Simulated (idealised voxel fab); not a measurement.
process module | voxel transistor to metal
cross-section cut | 270 nm wide | cells 5 nm
A cross-section is a grid of square cells, given in bands from the top down. A band is one or more rows of cells.
Each band's line starts with the height of the band's top and of its bottom, in nm. Then come its materials from left to right, each with its width in nm. One material with "throughout" fills the band from edge to edge. "air" is empty space.
Height 0 is the level under which the wafer as received is all one material. The lowest band goes on downwards, as in "0 down".
A width such as "30 to 40" changes by the same amount from each row of cells to the next, from the band's top row to its bottom row.
"no change" after a step means that no cell of the cross-section changed.
closed voids: empty space of 8 cells or more with no open way to the top, each as width x height at its distance from the left edge, in nm
after a step's settings: what the simulator itself notes on the step
overlay nm, on a step with a mask: how far to the right of its planned place the mask lay; to the left if negative
plan
1 op RECEIVE | material Si
2 op OXIDIZE | depth nm 5
3 op CONFORMAL_DEP | material SiN | thk nm 15
4 op DIRECTIONAL_DEP | material aC | thk nm 10
5 op PATTERN | tone cover | mask id ACTIVE | material resist | width nm 105 | pitch nm 125 | thk nm 30 | overlay nm -5
6 op DIRECTIONAL_ETCH | etch materials aC | depth nm 10
7 op STRIP | etch materials resist
8 op DIRECTIONAL_ETCH | etch materials SiN | depth nm 15
9 op DIRECTIONAL_ETCH | etch materials SiO2 | depth nm 5
10 op DIRECTIONAL_ETCH | etch materials Si | depth nm 30
11 op STRIP | etch materials aC
12 op FILL_DEP | material SiO2 | thk nm 10
13 op CMP | height nm 15
14 op SELECTIVE_ETCH | etch materials SiO2 | depth nm 15
15 op STRIP | etch materials SiN
16 op SELECTIVE_ETCH | etch materials SiO2 | depth nm 5
17 op OXIDIZE | depth nm 5
18 op DIRECTIONAL_DEP | material polySi | thk nm 20
19 op DIRECTIONAL_DEP | material SiCN | thk nm 15
20 op MASKED_ETCH | tone cover | mask id GATE | width nm 25 | pitch nm 125 | etch materials SiCN | depth nm 25 | overlay nm 0
21 op MASKED_ETCH | tone cover | mask id GATE | width nm 25 | pitch nm 125 | etch materials polySi | depth nm 30 | overlay nm 0
22 op CONFORMAL_DEP | material SiO2 | thk nm 5
23 op DIRECTIONAL_ETCH | etch materials SiO2 | depth nm 5
24 op CONFORMAL_DEP | material SiN | thk nm 5
25 op DIRECTIONAL_ETCH | etch materials SiN | depth nm 5
26 op DIRECTIONAL_ETCH | etch materials SiO2 | depth nm 5
27 op EPI | material nSi | thk nm 5
28 op FILL_DEP | material SiO2 | thk nm 10
29 op CMP | height nm 30
30 op DIRECTIONAL_DEP | material SiO2 | thk nm 15
31 op DIRECTIONAL_DEP | material aC | thk nm 15
32 op PATTERN | tone open | mask id CONTACT | material resist | width nm 30 | thk nm 35 | overlay nm 0
33 op DIRECTIONAL_ETCH | etch materials aC | depth nm 15
34 op STRIP | etch materials resist
35 op DIRECTIONAL_ETCH | etch materials SiO2 | depth nm 50
36 op STRIP | etch materials aC
37 op CONFORMAL_DEP | material TiN | thk nm 5
38 op FILL_DEP | material Ru | thk nm 10
39 op CMP | height nm 45
40 op DIRECTIONAL_DEP | material TiN | thk nm 5
41 op DIRECTIONAL_DEP | material W | thk nm 25
42 op MASKED_ETCH | tone cover | mask id METAL_1 | width nm 20 | etch materials W | depth nm 25 | overlay nm 0
43 op MASKED_ETCH | tone cover | mask id METAL_1 | width nm 20 | etch materials TiN | depth nm 5 | overlay nm 0
44 op FILL_DEP | material lowk | thk nm 5
45 op CMP | height nm 75
46 op CONFORMAL_DEP | material SiN | thk nm 5
varied across the wafers: overlay nm of step 5. The plan shows the first wafer's value. All wafers start alike
first wafer as received, after step 1
  0 down: Si throughout
  closed voids: none
each wafer at the end: cells of each material gained (+) or lost (-) since it was received, then its closed voids
overlay nm -5 | +116 Ru | -168 Si | +30 SiCN | +82 SiN | +316 SiO2 | +112 TiN | +80 W | +228 lowk | +28 nSi | +40 polySi | closed voids: none
overlay nm 0 | +116 Ru | -168 Si | +30 SiCN | +82 SiN | +316 SiO2 | +112 TiN | +80 W | +228 lowk | +28 nSi | +40 polySi | closed voids: none
overlay nm 5 | +116 Ru | -168 Si | +30 SiCN | +82 SiN | +316 SiO2 | +112 TiN | +80 W | +228 lowk | +28 nSi | +40 polySi | closed voids: none
